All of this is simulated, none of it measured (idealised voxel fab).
Presented below is a process module, voxel wiring stack.
FYI the section here is cut, 255 nm wide, cells are 5 nm squares.
In this document a cross-section is written as a grid of square cells. It is given as a series of bands, listed from the top down, and a band is one or more rows of cells. This entry defines a band. It first specifies the height of the band's top and the height of its bottom in nm, and then specifies the band's materials from left to right, stating each material with its width in nm. The word "full width" identifies a single material that fills the band from edge to edge, while the word "empty" identifies empty space. Height is counted from the level 0, under which the received wafer is composed throughout of one material. The lowest of the bands is not closed at the bottom but continues downward, in the notation "0 nm and below". A width such as "30 to 40" changes by the same amount from each row of cells to the next, from the band's top row to its bottom row. "remains unaltered" after a step means that no cell of the cross-section changed. Each empty space that has no open way to the top and spans at least 8 cells appears under "Fully sealed voids" as width x height at distance, the distance counted from the left edge, all in nm. Heads up: the bit after the settings on a step's line is the simulator's remark on that step. The line of a step may include "overlay nm". On a step with a mask, this value is how far to the right of its planned place the mask lay. A negative value means the mask lay to the left.

**Set out below are the planned steps of the process**
1 op RECEIVE | material Si
2 op CONFORMAL_DEP | material SiO2 | thk nm 15
3 op CONFORMAL_DEP | material SiN | thk nm 5
4 op DIRECTIONAL_DEP | material SiO2 | thk nm 15
5 op DIRECTIONAL_DEP | material aC | thk nm 15
6 op PATTERN | tone open | mask id METAL_1 | material resist | width nm 20 | pitch nm 35 | thk nm 35 | overlay nm 0
7 op DIRECTIONAL_ETCH | etch materials aC | depth nm 15
8 op STRIP | etch materials resist
9 op DIRECTIONAL_ETCH | etch materials SiO2 | depth nm 15
10 op DIRECTIONAL_ETCH | etch materials SiN | depth nm 5
11 op STRIP | etch materials aC
12 op CONFORMAL_DEP | material TiN | thk nm 5
13 op FILL_DEP | material W | thk nm 10
14 op CMP | height nm 35
15 op CONFORMAL_DEP | material SiCN | thk nm 5
16 op DIRECTIONAL_DEP | material SiO2 | thk nm 15
17 op PATTERN | tone open | mask id PLUG_1 | material resist | width nm 15 | pitch nm 70 | thk nm 20 | overlay nm 0
18 op DIRECTIONAL_ETCH | etch materials SiO2 | depth nm 15
19 op DIRECTIONAL_ETCH | etch materials SiCN | depth nm 5
20 op STRIP | etch materials resist
21 op CONFORMAL_DEP | material TiN | thk nm 5
22 op FILL_DEP | material Ru | thk nm 10
23 op CMP | height nm 55
24 op DIRECTIONAL_DEP | material TiN | thk nm 5
25 op DIRECTIONAL_DEP | material Ru | thk nm 15
26 op MASKED_ETCH | tone cover | mask id METAL_2 | width nm 20 | pitch nm 35 | etch materials Ru | depth nm 15 | overlay nm 0
27 op MASKED_ETCH | tone cover | mask id METAL_2 | width nm 20 | pitch nm 35 | etch materials TiN | depth nm 5 | overlay nm 0
28 op FILL_DEP | material SiO2 | thk nm 5
29 op CMP | height nm 75
30 op CONFORMAL_DEP | material SiCN | thk nm 5
31 op DIRECTIONAL_DEP | material SiO2 | thk nm 30
32 op DIRECTIONAL_DEP | material aC | thk nm 10
33 op PATTERN | tone open | mask id METAL_3 | material resist | width nm 20 | pitch nm 35 | thk nm 30 | overlay nm 0
34 op DIRECTIONAL_ETCH | etch materials aC | depth nm 10
35 op STRIP | etch materials resist
36 op DIRECTIONAL_ETCH | etch materials SiO2 | depth nm 20
37 op STRIP | etch materials aC
38 op PATTERN | tone open | mask id METAL_3_HOLES | material resist | width nm 15 | pitch nm 70 | thk nm 20 | overlay nm 0
39 op DIRECTIONAL_ETCH | etch materials SiO2 | depth nm 10
40 op DIRECTIONAL_ETCH | etch materials SiCN | depth nm 5
41 op STRIP | etch materials resist
42 op CONFORMAL_DEP | material TiN | thk nm 5
43 op FILL_DEP | material Cu | thk nm 5
44 op CMP | height nm 110
45 op CONFORMAL_DEP | material SiN | thk nm 5

**This is the cross-section of the wafer as we received it, i.e. after step 1**
  0 nm and below: Si full width
  Fully sealed voids: none

**Looking at the first of two wafers in cross-section at end of module - ran to plan**
  115 nm to 110 nm: SiN full width
  110 nm to 95 nm: SiO2 65; TiN 5; Cu 10; TiN 5; SiO2 15; TiN 5; Cu 10; TiN 5; SiO2 15; TiN 5; Cu 10; TiN 5; SiO2 15; TiN 5; Cu 10; TiN 5; SiO2 65
  95 nm to 90 nm: SiO2 65; TiN 5; Cu 5; TiN 10; SiO2 15; TiN 20; SiO2 15; TiN 5; Cu 5; TiN 10; SiO2 15; TiN 20; SiO2 65
  90 nm to 80 nm: SiO2 65; TiN 5; Cu 5; TiN 5; SiO2 55; TiN 5; Cu 5; TiN 5; SiO2 105
  80 nm to 75 nm: SiCN 65; TiN 15; SiCN 55; TiN 15; SiCN 105
  75 nm to 60 nm: SiO2 65; Ru 20; SiO2 15; Ru 20; SiO2 15; Ru 20; SiO2 15; Ru 20; SiO2 65
  60 nm to 55 nm: SiO2 65; TiN 20; SiO2 15; TiN 20; SiO2 15; TiN 20; SiO2 15; TiN 20; SiO2 65
  55 nm to 40 nm: SiO2 65; TiN 5; Ru 5; TiN 5; SiO2 55; TiN 5; Ru 5; TiN 5; SiO2 105
  40 nm to 35 nm: SiCN 65; TiN 15; SiCN 55; TiN 15; SiCN 105
  35 nm to 20 nm: SiO2 65; TiN 5; W 10; TiN 5; SiO2 15; TiN 5; W 10; TiN 5; SiO2 15; TiN 5; W 10; TiN 5; SiO2 15; TiN 5; W 10; TiN 5; SiO2 65
  20 nm to 15 nm: SiN 65; TiN 20; SiN 15; TiN 20; SiN 15; TiN 20; SiN 15; TiN 20; SiN 65
  15 nm to 0 nm: SiO2 full width
  0 nm and below: Si full width
  Fully sealed voids: none

**Now the second wafer, cross-sectioned at the end of the module. Nothing different at the start, nothing different in the plan compared with the first, just one mistake when it was actually run**
  115 nm to 110 nm: SiN full width
  110 nm to 95 nm: SiO2 65; TiN 5; Cu 10; TiN 5; SiO2 15; TiN 5; Cu 10; TiN 5; SiO2 15; TiN 5; Cu 10; TiN 5; SiO2 15; TiN 5; Cu 10; TiN 5; SiO2 65
  95 nm to 90 nm: SiO2 65; TiN 5; Cu 5; TiN 10; SiO2 15; TiN 20; SiO2 15; TiN 5; Cu 5; TiN 10; SiO2 15; TiN 20; SiO2 65
  90 nm to 80 nm: SiO2 65; TiN 5; Cu 5; TiN 5; SiO2 55; TiN 5; Cu 5; TiN 5; SiO2 105
  80 nm to 75 nm: SiCN 65; TiN 15; SiCN 55; TiN 15; SiCN 105
  75 nm to 60 nm: SiO2 65; Ru 20; SiO2 15; Ru 20; SiO2 15; Ru 20; SiO2 15; Ru 20; SiO2 65
  60 nm to 55 nm: SiO2 65; TiN 20; SiO2 15; TiN 20; SiO2 15; TiN 20; SiO2 15; TiN 20; SiO2 65
  55 nm to 40 nm: SiO2 65; TiN 5; Ru 5; TiN 5; SiO2 55; TiN 5; Ru 5; TiN 5; SiO2 105
  40 nm to 35 nm: SiCN 65; TiN 15; SiCN 55; TiN 15; SiCN 105
  35 nm to 30 nm: TiN 70; W 10; TiN 25; W 10; TiN 25; W 10; TiN 25; W 10; TiN 70
  30 nm to 15 nm: SiO2 65; TiN 5; W 10; TiN 5; SiO2 15; TiN 5; W 10; TiN 5; SiO2 15; TiN 5; W 10; TiN 5; SiO2 15; TiN 5; W 10; TiN 5; SiO2 65
  15 nm to 10 nm: SiN 65; TiN 20; SiN 15; TiN 20; SiN 15; TiN 20; SiN 15; TiN 20; SiN 65
  10 nm to 0 nm: SiO2 full width
  0 nm and below: Si full width
  Fully sealed voids: none
Deviation from plan: step 2 ran with different settings than intended, the actual operation and settings being op CONFORMAL_DEP | material SiO2 | thk nm 10
Wrapping up, a cell-based count of both wafers puts the second over or under the first for these materials: SiO2 -51; TiN +43; W +8
